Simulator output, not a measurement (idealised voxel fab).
Process module name: voxel wiring stack
The figure presents cross-section cut, which has a width of 235 nm and is divided into square cells with an edge length of 5 nm.
In what follows, cross-sections appear as grids of square cells, described through bands that run from the top down, where every band is one or more rows of cells. First you get the band's top height and its bottom height, in nm, and then the materials it's made of, left to right, with each width in nm. If you see a single material with "everywhere", that one covers the band edge to edge. "air" is empty space. A quick word on heights: they are counted from 0, and under that level the wafer as it came to us is one material throughout. The lowest band is different from the rest in having no bottom; it simply continues downward, written as in "from 0 down". So if you see something like "30->40" for the width, read it as the top row of the band sitting at the first number and the bottom row at the second, with every row in between moving by the same amount as the last. When a step is marked "no modifications", none of the cells in the cross-section changed during that step. So "Closed void roster" is basically the list of trapped voids: any empty space of 8 cells or more that can't reach the top through an opening. They're written width x height at distance, the distance being from the left edge, and it's all nm. Anything after a step's settings on that line? It's the simulator's own note about the step. The setting "overlay nm" may be written on the line of a step. When the step uses a mask, the value reports how far to the right of the planned place the mask lay, and a negative value reports that it lay to the left.
[Steps in the process plan]
1,RECEIVE [material Si]
2,CONFORMAL_DEP [material SiO2] [thk nm 10]
3,CONFORMAL_DEP [material SiN] [thk nm 5]
4,DIRECTIONAL_DEP [material lowk] [thk nm 25]
5,DIRECTIONAL_DEP [material aC] [thk nm 15]
6,PATTERN [tone open] [mask id METAL_1] [material resist] [width nm 25] [pitch nm 45] [thk nm 30] [overlay nm 0]
7,DIRECTIONAL_ETCH [etch materials aC] [depth nm 15]
8,STRIP [etch materials resist]
9,DIRECTIONAL_ETCH [etch materials lowk] [depth nm 25]
10,DIRECTIONAL_ETCH [etch materials SiN] [depth nm 5]
11,STRIP [etch materials aC]
12,CONFORMAL_DEP [material TiN] [thk nm 5]
13,FILL_DEP [material Ru] [thk nm 10]
14,CMP [height nm 40]
15,CONFORMAL_DEP [material SiCN] [thk nm 5]
16,DIRECTIONAL_DEP [material lowk] [thk nm 30]
17,PATTERN [tone open] [mask id METAL_2_HOLES] [material resist] [width nm 15] [pitch nm 90] [thk nm 20] [overlay nm 0]
18,DIRECTIONAL_ETCH [etch materials lowk] [depth nm 30]
19,STRIP [etch materials resist]
20,PATTERN [tone open] [mask id METAL_2] [material resist] [width nm 25] [pitch nm 45] [thk nm 15] [overlay nm 0]
21,DIRECTIONAL_ETCH [etch materials lowk] [depth nm 15]
22,DIRECTIONAL_ETCH [etch materials SiCN] [depth nm 5]
23,STRIP [etch materials resist]
24,CONFORMAL_DEP [material TiN] [thk nm 5]
25,FILL_DEP [material Cu] [thk nm 10]
26,CMP [height nm 75]
27,CONFORMAL_DEP [material SiCN] [thk nm 5]
28,DIRECTIONAL_DEP [material SiO2] [thk nm 30]
29,MASKED_ETCH [tone open] [mask id METAL_3] [width nm 25] [pitch nm 45] [etch materials SiO2] [depth nm 15] [overlay nm 0]
30,PATTERN [tone open] [mask id METAL_3_HOLES] [material resist] [width nm 15] [pitch nm 90] [thk nm 20] [overlay nm 0]
31,DIRECTIONAL_ETCH [etch materials SiO2] [depth nm 15]
32,DIRECTIONAL_ETCH [etch materials SiCN] [depth nm 5]
33,STRIP [etch materials resist]
34,CONFORMAL_DEP [material TiN] [thk nm 5]
35,FILL_DEP [material Ru] [thk nm 5]
36,CMP [height nm 110]
37,CONFORMAL_DEP [material SiN] [thk nm 5]
[Cross-section of the wafer as it came to us, i.e., already through step 1]
> from 0 down = Si everywhere
> Closed void roster: none
[Cross-section: first of two wafers, module finished, run according to plan]
> from 115 to 110 = SiN everywhere
> from 110 to 100 = SiO2=60; TiN=5; Ru=15; TiN=5; SiO2=20; TiN=5; Ru=15; TiN=5; SiO2=20; TiN=5; Ru=15; TiN=5; SiO2=60
> from 100 to 95 = SiO2=60; TiN=5; Ru=5; TiN=15; SiO2=20; TiN=25; SiO2=20; TiN=5; Ru=5; TiN=15; SiO2=60
> from 95 to 80 = SiO2=60; TiN=5; Ru=5; TiN=5; SiO2=75; TiN=5; Ru=5; TiN=5; SiO2=70
> from 80 to 75 = SiCN=60; TiN=15; SiCN=75; TiN=15; SiCN=70
> from 75 to 65 = lowk=60; TiN=5; Cu=15; TiN=5; lowk=20; TiN=5; Cu=15; TiN=5; lowk=20; TiN=5; Cu=15; TiN=5; lowk=60
> from 65 to 60 = lowk=60; TiN=5; Cu=5; TiN=15; lowk=20; TiN=25; lowk=20; TiN=5; Cu=5; TiN=15; lowk=60
> from 60 to 45 = lowk=60; TiN=5; Cu=5; TiN=5; lowk=75; TiN=5; Cu=5; TiN=5; lowk=70
> from 45 to 40 = SiCN=60; TiN=15; SiCN=75; TiN=15; SiCN=70
> from 40 to 15 = lowk=60; TiN=5; Ru=15; TiN=5; lowk=20; TiN=5; Ru=15; TiN=5; lowk=20; TiN=5; Ru=15; TiN=5; lowk=60
> from 15 to 10 = SiN=60; TiN=25; SiN=20; TiN=25; SiN=20; TiN=25; SiN=60
> from 10 to 0 = SiO2 everywhere
> from 0 down = Si everywhere
> Closed void roster: none
[Cross-sectional view of the second of two wafers upon completion of the module. This wafer shared its starting condition and process plan with the first; one error was made during its execution]
> from 115 to 110 = SiN everywhere
> from 110 to 100 = SiO2=60; TiN=5; Ru=15; TiN=5; SiO2=20; TiN=5; Ru=15; TiN=5; SiO2=20; TiN=5; Ru=15; TiN=5; SiO2=60
> from 100 to 95 = SiO2=60; TiN=5; Ru=5; TiN=15; SiO2=20; TiN=25; SiO2=20; TiN=5; Ru=5; TiN=15; SiO2=60
> from 95 to 80 = SiO2=60; TiN=5; Ru=5; TiN=5; SiO2=75; TiN=5; Ru=5; TiN=5; SiO2=70
> from 80 to 75 = SiCN=60; TiN=15; SiCN=75; TiN=15; SiCN=70
> from 75 to 65 = lowk=60; TiN=5; Cu=15; TiN=5; lowk=20; TiN=5; Cu=15; TiN=5; lowk=20; TiN=5; Cu=15; TiN=5; lowk=60
> from 65 to 60 = lowk=60; TiN=5; Cu=5; TiN=15; lowk=20; TiN=25; lowk=20; TiN=5; Cu=5; TiN=15; lowk=60
> from 60 to 45 = lowk=60; TiN=5; Cu=5; TiN=5; lowk=75; TiN=5; Cu=5; TiN=5; lowk=70
> from 45 to 40 = SiCN=60; TiN=15; SiCN=75; TiN=15; SiCN=70
> from 40 to 15 = lowk=60; TiN=5; Ru=20; TiN=5; lowk=15; TiN=5; Ru=20; TiN=5; lowk=15; TiN=5; Ru=20; TiN=5; lowk=55
> from 15 to 10 = SiN=60; TiN=30; SiN=15; TiN=30; SiN=15; TiN=30; SiN=55
> from 10 to 0 = SiO2 everywhere
> from 0 down = Si everywhere
> Closed void roster: none
Which mistake was made when the wafer was run? rather than as planned, step 6 actually ran as PATTERN [tone open] [mask id METAL_1] [material resist] [width nm 30] [pitch nm 45] [thk nm 30] [overlay nm 0]
at the end the second wafer has, in cells: +15 Ru; -3 SiN; +3 TiN; -15 lowk
